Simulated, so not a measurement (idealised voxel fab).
process module | voxel ribs on slabs
cross-section cut | 290 nm wide | cells 5 nm
A cross-section is a grid of square cells, given in bands from the top down. A band is one or more rows of cells.
Each band's line starts with the height of the band's top and of its bottom, in nm. Then come its materials from left to right, each with its width in nm. One material with "throughout" fills the band from edge to edge. "air" is empty space.
Height 0 is the level under which the wafer as received is all one material. The lowest band goes on downwards, as in "0 down".
A width such as "30 to 40" changes by the same amount from each row of cells to the next, from the band's top row to its bottom row.
"no change" after a step means that no cell of the cross-section changed.
closed voids: empty space of 8 cells or more with no open way to the top, each as width x height at its distance from the left edge, in nm
after a step's settings: what the simulator itself notes on the step
overlay nm, on a step with a mask: how far to the right of its planned place the mask lay; to the left if negative
plan
1 op RECEIVE | material Si
2 op DIRECTIONAL_DEP | material SiO2 | thk nm 25
3 op DIRECTIONAL_DEP | material SiN | thk nm 20
4 op PATTERN | tone cover | mask id RIB | material resist | width nm 30 | thk nm 15 | overlay nm 0
5 op DIRECTIONAL_ETCH | etch materials SiN | depth nm 10
6 op STRIP | etch materials resist
7 op DIRECTIONAL_DEP | material aC | thk nm 15
8 op PATTERN | tone cover | mask id SLAB | material resist | width nm 60 | thk nm 30 | overlay nm 0
9 op DIRECTIONAL_ETCH | etch materials aC | depth nm 15
10 op STRIP | etch materials resist
11 op DIRECTIONAL_ETCH | etch materials SiN | depth nm 10
12 op STRIP | etch materials aC
13 op FILL_DEP | material SiO2 | thk nm 25
14 op CMP | height nm 65
15 op DIRECTIONAL_DEP | material TiN | thk nm 5
16 op PATTERN | tone cover | mask id HEATER | material resist | width nm 40 | thk nm 15 | overlay nm 0
17 op DIRECTIONAL_ETCH | etch materials TiN | depth nm 5
18 op STRIP | etch materials resist
19 op CONFORMAL_DEP | material SiO2 | thk nm 5
first wafer, as planned
as received, after step 1
  0 down: Si throughout
  closed voids: none
after step 2
  25 to 0: SiO2 throughout
  below 0: unchanged
after step 3
  45 to 25: SiN throughout
  below 25: unchanged
after step 4
  60 to 45: air 130 | resist 30 | air 130
  below 45: unchanged
after step 5
  60 to 45: air 130 | resist 30 | air 130
  45 to 35: air 130 | SiN 30 | air 130
  below 35: unchanged
after step 6
  45 to 35: air 130 | SiN 30 | air 130
  below 35: unchanged
after step 7
  60 to 50: air 130 | aC 30 | air 130
  50 to 45: aC throughout
  45 to 35: aC 130 | SiN 30 | aC 130
  below 35: unchanged
after step 8
  90 to 60: air 115 | resist 60 | air 115
  60 to 50: air 115 | resist 15 | aC 30 | resist 15 | air 115
  below 50: unchanged
after step 9
  75 to 60: air 115 | resist 60 | air 115
  60 to 50: air 115 | resist 15 | aC 30 | resist 15 | air 115
  50 to 45: air 115 | aC 60 | air 115
  45 to 35: air 115 | aC 15 | SiN 30 | aC 15 | air 115
  below 35: unchanged
after step 10
  60 to 50: air 130 | aC 30 | air 130
  below 50: unchanged
after step 11
  60 to 50: air 130 | aC 30 | air 130
  50 to 45: air 115 | aC 60 | air 115
  45 to 35: air 115 | aC 15 | SiN 30 | aC 15 | air 115
  35 to 25: air 115 | SiN 60 | air 115
  below 25: unchanged
after step 12
  45 to 35: air 130 | SiN 30 | air 130
  below 35: unchanged
after step 13
  70 to 45: SiO2 throughout
  45 to 35: SiO2 130 | SiN 30 | SiO2 130
  35 to 25: SiO2 115 | SiN 60 | SiO2 115
  below 25: unchanged
after step 14
  65 to 45: SiO2 throughout
  below 45: unchanged
after step 15
  70 to 65: TiN throughout
  below 65: unchanged
after step 16
  85 to 70: air 125 | resist 40 | air 125
  below 70: unchanged
after step 17
  85 to 70: air 125 | resist 40 | air 125
  70 to 65: air 125 | TiN 40 | air 125
  below 65: unchanged
after step 18
  70 to 65: air 125 | TiN 40 | air 125
  below 65: unchanged
after step 19
  75 to 70: air 120 | SiO2 50 | air 120
  70 to 65: SiO2 125 | TiN 40 | SiO2 125
  below 65: unchanged
second wafer: like start, like plan, one mistake. Through step 3 it matches the first wafer
when step 4 should have ended
  60 to 45: air 125 | resist 40 | air 125
  below 45: unchanged
when step 5 should have ended
  60 to 45: air 125 | resist 40 | air 125
  45 to 35: air 125 | SiN 40 | air 125
  below 35: unchanged
when step 6 should have ended
  45 to 35: air 125 | SiN 40 | air 125
  below 35: unchanged
when step 7 should have ended
  60 to 50: air 125 | aC 40 | air 125
  50 to 45: aC throughout
  45 to 35: aC 125 | SiN 40 | aC 125
  below 35: unchanged
when step 8 should have ended
  90 to 60: air 115 | resist 60 | air 115
  60 to 50: air 115 | resist 10 | aC 40 | resist 10 | air 115
  below 50: unchanged
when step 9 should have ended
  75 to 60: air 115 | resist 60 | air 115
  60 to 50: air 115 | resist 10 | aC 40 | resist 10 | air 115
  50 to 45: air 115 | aC 60 | air 115
  45 to 35: air 115 | aC 10 | SiN 40 | aC 10 | air 115
  below 35: unchanged
when step 10 should have ended
  60 to 50: air 125 | aC 40 | air 125
  below 50: unchanged
when step 11 should have ended
  60 to 50: air 125 | aC 40 | air 125
  50 to 45: air 115 | aC 60 | air 115
  45 to 35: air 115 | aC 10 | SiN 40 | aC 10 | air 115
  35 to 25: air 115 | SiN 60 | air 115
  below 25: unchanged
when step 12 should have ended
  45 to 35: air 125 | SiN 40 | air 125
  below 35: unchanged
when step 13 should have ended
  70 to 45: SiO2 throughout
  45 to 35: SiO2 125 | SiN 40 | SiO2 125
  35 to 25: SiO2 115 | SiN 60 | SiO2 115
  below 25: unchanged
when step 14 should have ended
  65 to 45: SiO2 throughout
  below 45: unchanged
when step 15 should have ended
  70 to 65: TiN throughout
  below 65: unchanged
when step 16 should have ended
  85 to 70: air 125 | resist 40 | air 125
  below 70: unchanged
when step 17 should have ended
  85 to 70: air 125 | resist 40 | air 125
  70 to 65: air 125 | TiN 40 | air 125
  below 65: unchanged
when step 18 should have ended
  70 to 65: air 125 | TiN 40 | air 125
  below 65: unchanged
when step 19 should have ended
  75 to 70: air 120 | SiO2 50 | air 120
  70 to 65: SiO2 125 | TiN 40 | SiO2 125
  below 65: unchanged
what went wrong: step 4 ran as: op PATTERN | tone cover | mask id RIB | material resist | width nm 40 | thk nm 15 | overlay nm 0
at the end the second wafer has, in cells: 4 more of SiN | 4 fewer of SiO2
